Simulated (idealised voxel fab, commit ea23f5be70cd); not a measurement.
A process module follows: voxel released beams.
The cross-section shown here is cut; it is 165 nm wide and divided into square cells measuring 5 nm on a side.
When this document writes out a cross-section, it uses a grid of square cells and lists it as bands, beginning at the top and moving down, with a band standing for one or more rows of cells. Heights first: top, then bottom, in nm. Then materials, left to right, each with a width in nm. "edge to edge" on a single material: fills the band edge to edge. "empty": empty space. Height datum 0, below which the as-received substrate wafer is one material. Lowest band open at the bottom, running downward: "from 0 down". Width: "30 to 40" (first number = top row, second number = bottom row, same change from row to row of cells). A step reported as "nothing got changed" is a step in which no cell of the cross-section changed. "Enclosed empty spaces" contains a list of empty spaces, each no smaller than 8 cells and without an open way to the top, written in the form width x height at distance with the distance from the left edge and all three in nm. Step line, after settings: the simulator's comment on this step. overlay nm: mask offset rightward from planned place, masked step; negative means leftward offset.
## The following list gives the planned process steps
step 1: op RECEIVE | material Si
step 2: op CONFORMAL_DEP | material SiN | thk nm 5
step 3: op DIRECTIONAL_DEP | material SiO2 | thk nm 20
step 4: op MASKED_ETCH | tone open | mask id ANCHOR | width nm 35 | etch materials SiO2 | depth nm 20 | overlay nm 0
step 5: op CONFORMAL_DEP | material polySi | thk nm 15
step 6: op MASKED_ETCH | tone cover | mask id BEAM | width nm 95 | etch materials polySi | depth nm 15 | overlay nm 0
step 7: op STRIP | etch materials SiO2
The plan shows the thk nm of step 2 as the first wafer had it; this setting differs between the wafers, which start out alike.
## Sectional view: first of several wafers, as received, after step 1
- from 0 down = Si edge to edge
- Enclosed empty spaces: none
## For your reference, the table is organized with a row per wafer; each row reflects the wafer at the end of the module, indicating for each material the cells gained (+) or lost (-) since receipt, and thereafter its closed voids
thk nm 5, +33 SiN, +81 polySi, Enclosed empty spaces: none
thk nm 10, +66 SiN, +81 polySi, Enclosed empty spaces: none
thk nm 15, +99 SiN, +81 polySi, Enclosed empty spaces: none
thk nm 20, +132 SiN, +81 polySi, Enclosed empty spaces: none
